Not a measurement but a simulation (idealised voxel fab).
voxel wiring stack: a process module
In the cross-section labelled cut, the width is 165 nm and each square cell is 5 nm.
Cross-section format: a grid of square cells, given as bands from top to bottom; each band is one or more rows of cells. Top height, bottom height, nm. Materials left to right, width each, nm. Single material + "everywhere" = fills band edge to edge. "air" = empty. Height datum 0, below which the as-received substrate wafer is one material. Lowest band open at the bottom, running downward: "0 -> down". The two numbers in a width such as "30 to 40" mark its ends across the band: the first belongs to the top row of cells, the second to the bottom row, and from each row to the next the width moves by the same amount. You'll sometimes find "nothing got changed" written for a step, and that's the way of saying that nowhere in the cross-section did a cell change during that step. "Fully closed voids" specifies each empty space that is not open to the top and that occupies no fewer than 8 cells, using the form width x height at distance, the distance measured from the left edge and all three quantities in nm. Note: text after step settings on the step line = simulator remark on that step. overlay nm: step with mask; distance mask lay right of planned place; negative value = left of planned place.
HERE'S WHAT THE PLANNED PROCESS STEPS LOOK LIKE
1) RECEIVE: material Si
2) CONFORMAL_DEP: material SiO2, thk nm 15
3) DIRECTIONAL_DEP: material TiN, thk nm 5
4) DIRECTIONAL_DEP: material W, thk nm 20
5) DIRECTIONAL_DEP: material aC, thk nm 10
6) PATTERN: tone cover, mask id METAL_1, material resist, width nm 30, pitch nm 45, thk nm 30, overlay nm 0
7) DIRECTIONAL_ETCH: etch materials aC, depth nm 10
8) STRIP: etch materials resist
9) DIRECTIONAL_ETCH: etch materials W, depth nm 20
10) DIRECTIONAL_ETCH: etch materials TiN, depth nm 5
11) STRIP: etch materials aC
12) CONFORMAL_DEP: material SiN, thk nm 5
13) FILL_DEP: material lowk, thk nm 5
14) CMP: height nm 40
15) CONFORMAL_DEP: material SiCN, thk nm 5
16) DIRECTIONAL_DEP: material SiO2, thk nm 20
17) DIRECTIONAL_DEP: material aC, thk nm 10
18) PATTERN: tone open, mask id PLUG_1, material resist, width nm 15, pitch nm 90, thk nm 25, overlay nm 0
19) DIRECTIONAL_ETCH: etch materials aC, depth nm 10
20) STRIP: etch materials resist
21) DIRECTIONAL_ETCH: etch materials SiO2, depth nm 20
22) DIRECTIONAL_ETCH: etch materials SiCN, depth nm 5
23) STRIP: etch materials aC
24) EPI: material Ru, thk nm 10
25) EPI: material Ru, thk nm 10
26) EPI: material Ru, thk nm 5
27) DIRECTIONAL_DEP: material TiN, thk nm 5
28) DIRECTIONAL_DEP: material W, thk nm 25
29) DIRECTIONAL_DEP: material aC, thk nm 10
30) PATTERN: tone cover, mask id METAL_2, material resist, width nm 30, pitch nm 45, thk nm 30, overlay nm 0
31) DIRECTIONAL_ETCH: etch materials aC, depth nm 10
32) STRIP: etch materials resist
33) DIRECTIONAL_ETCH: etch materials W, depth nm 25
34) DIRECTIONAL_ETCH: etch materials TiN, depth nm 5
35) STRIP: etch materials aC
36) CONFORMAL_DEP: material SiN, thk nm 5
37) FILL_DEP: material lowk, thk nm 5
38) CMP: height nm 95
39) CONFORMAL_DEP: material SiCN, thk nm 5
40) DIRECTIONAL_DEP: material lowk, thk nm 10
41) MASKED_ETCH: tone open, mask id PLUG_2, width nm 15, pitch nm 90, etch materials lowk, depth nm 10, overlay nm 0
42) MASKED_ETCH: tone open, mask id PLUG_2, width nm 15, pitch nm 90, etch materials SiCN, depth nm 5, overlay nm 0
43) EPI: material Ru, thk nm 10
44) EPI: material Ru, thk nm 5
45) DIRECTIONAL_DEP: material TiN, thk nm 5
46) DIRECTIONAL_DEP: material W, thk nm 15
47) MASKED_ETCH: tone cover, mask id METAL_3, width nm 30, pitch nm 45, etch materials W, depth nm 15, overlay nm 0
48) MASKED_ETCH: tone cover, mask id METAL_3, width nm 30, pitch nm 45, etch materials TiN, depth nm 5, overlay nm 0
49) FILL_DEP: material SiO2, thk nm 10
50) CMP: height nm 130
51) CONFORMAL_DEP: material SiCN, thk nm 5
52) DIRECTIONAL_DEP: material lowk, thk nm 10
53) PATTERN: tone open, mask id PLUG_3, material resist, width nm 15, pitch nm 45, thk nm 20, overlay nm 0
54) DIRECTIONAL_ETCH: etch materials lowk, depth nm 10
55) DIRECTIONAL_ETCH: etch materials SiCN, depth nm 5
56) STRIP: etch materials resist
57) CONFORMAL_DEP: material TiN, thk nm 5
58) FILL_DEP: material Cu, thk nm 5
59) CMP: height nm 145
60) DIRECTIONAL_DEP: material TiN, thk nm 5
61) DIRECTIONAL_DEP: material W, thk nm 20
62) MASKED_ETCH: tone cover, mask id METAL_4, width nm 30, pitch nm 45, etch materials W, depth nm 20, overlay nm 0
63) MASKED_ETCH: tone cover, mask id METAL_4, width nm 30, pitch nm 45, etch materials TiN, depth nm 5, overlay nm 0
64) CONFORMAL_DEP: material SiCN, thk nm 5
65) FILL_DEP: material SiO2, thk nm 10
66) CMP: height nm 170
67) CONFORMAL_DEP: material SiCN, thk nm 5
CROSS-SECTION: WAFER ON ARRIVAL = AFTER STEP 1
* 0 -> down | Si everywhere
* Fully closed voids: none
WAFER CROSS-SECTION AT MODULE END: FIRST OF TWO, RUN TO PLAN
* 175 -> 170 | SiCN everywhere
* 170 -> 150 | 15 SiO2 / 5 SiCN / 30 W / 5 SiCN / 5 SiO2 / 5 SiCN / 30 W / 5 SiCN / 5 SiO2 / 5 SiCN / 30 W / 5 SiCN / 20 SiO2
* 150 -> 145 | 20 SiCN / 30 TiN / 15 SiCN / 30 TiN / 15 SiCN / 30 TiN / 25 SiCN
* 145 -> 135 | 20 lowk / 5 TiN / 5 Cu / 5 TiN / 30 lowk / 5 TiN / 5 Cu / 5 TiN / 30 lowk / 5 TiN / 5 Cu / 5 TiN / 40 lowk
* 135 -> 130 | 20 SiCN / 15 TiN / 30 SiCN / 15 TiN / 30 SiCN / 15 TiN / 40 SiCN
* 130 -> 115 | 20 SiO2 / 30 W / 15 SiO2 / 30 W / 15 SiO2 / 30 W / 25 SiO2
* 115 -> 110 | 20 SiO2 / 30 TiN / 15 SiO2 / 30 TiN / 15 SiO2 / 30 TiN / 25 SiO2
* 110 -> 100 | 20 lowk / 15 Ru / 75 lowk / 15 Ru / 40 lowk
* 100 -> 95 | 20 SiCN / 15 Ru / 75 SiCN / 15 Ru / 40 SiCN
* 95 -> 70 | 15 lowk / 5 SiN / 30 W / 5 SiN / 5 lowk / 5 SiN / 30 W / 5 SiN / 5 lowk / 5 SiN / 30 W / 5 SiN / 20 lowk
* 70 -> 65 | 20 SiN / 30 TiN / 15 SiN / 30 TiN / 15 SiN / 30 TiN / 25 SiN
* 65 -> 45 | 20 SiO2 / 15 Ru / 75 SiO2 / 15 Ru / 40 SiO2
* 45 -> 40 | 20 SiCN / 15 Ru / 75 SiCN / 15 Ru / 40 SiCN
* 40 -> 20 | 15 lowk / 5 SiN / 30 W / 5 SiN / 5 lowk / 5 SiN / 30 W / 5 SiN / 5 lowk / 5 SiN / 30 W / 5 SiN / 20 lowk
* 20 -> 15 | 20 SiN / 30 TiN / 15 SiN / 30 TiN / 15 SiN / 30 TiN / 25 SiN
* 15 -> 0 | SiO2 everywhere
* 0 -> down | Si everywhere
* Fully closed voids: none
HERE'S THE SECOND OF OUR TWO WAFERS SECTIONED AT MODULE END. SAME START AS THE FIRST, SAME PLAN, BUT ONE MISTAKE GOT MADE RUNNING IT
* 175 -> 170 | SiCN everywhere
* 170 -> 150 | 15 SiO2 / 5 SiCN / 30 W / 5 SiCN / 5 SiO2 / 5 SiCN / 30 W / 5 SiCN / 5 SiO2 / 5 SiCN / 30 W / 5 SiCN / 20 SiO2
* 150 -> 145 | 20 SiCN / 30 TiN / 15 SiCN / 30 TiN / 15 SiCN / 30 TiN / 25 SiCN
* 145 -> 135 | 20 lowk / 5 TiN / 5 Cu / 5 TiN / 30 lowk / 5 TiN / 5 Cu / 5 TiN / 30 lowk / 5 TiN / 5 Cu / 5 TiN / 40 lowk
* 135 -> 130 | 20 SiCN / 15 TiN / 30 SiCN / 15 TiN / 30 SiCN / 15 TiN / 40 SiCN
* 130 -> 115 | 35 SiO2 / 15 W / 15 SiO2 / 30 W / 30 SiO2 / 15 W / 25 SiO2
* 115 -> 110 | 20 SiO2 / 15 W / 15 TiN / 15 SiO2 / 30 TiN / 15 SiO2 / 15 W / 15 TiN / 25 SiO2
* 110 -> 100 | 20 lowk / 15 W / 75 lowk / 15 W / 40 lowk
* 100 -> 95 | 20 SiCN / 15 TiN / 75 SiCN / 15 TiN / 40 SiCN
* 95 -> 70 | SiO2 everywhere
* 70 -> 65 | TiN everywhere
* 65 -> 45 | 20 SiO2 / 15 Ru / 75 SiO2 / 15 Ru / 40 SiO2
* 45 -> 40 | 20 SiCN / 15 Ru / 75 SiCN / 15 Ru / 40 SiCN
* 40 -> 20 | 15 lowk / 5 SiN / 30 W / 5 SiN / 5 lowk / 5 SiN / 30 W / 5 SiN / 5 lowk / 5 SiN / 30 W / 5 SiN / 20 lowk
* 20 -> 15 | 20 SiN / 30 TiN / 15 SiN / 30 TiN / 15 SiN / 30 TiN / 25 SiN
* 15 -> 0 | SiO2 everywhere
* 0 -> down | Si everywhere
* Fully closed voids: none
Plan not followed: step 28 was run on a setting that differed from the plan, and what really ran there is DIRECTIONAL_DEP: material SiO2, thk nm 25
Materials where the second wafer ends with more or fewer cells than the first: Ru -18; SiN -45; SiO2 +183; TiN +15; W -90; lowk -45
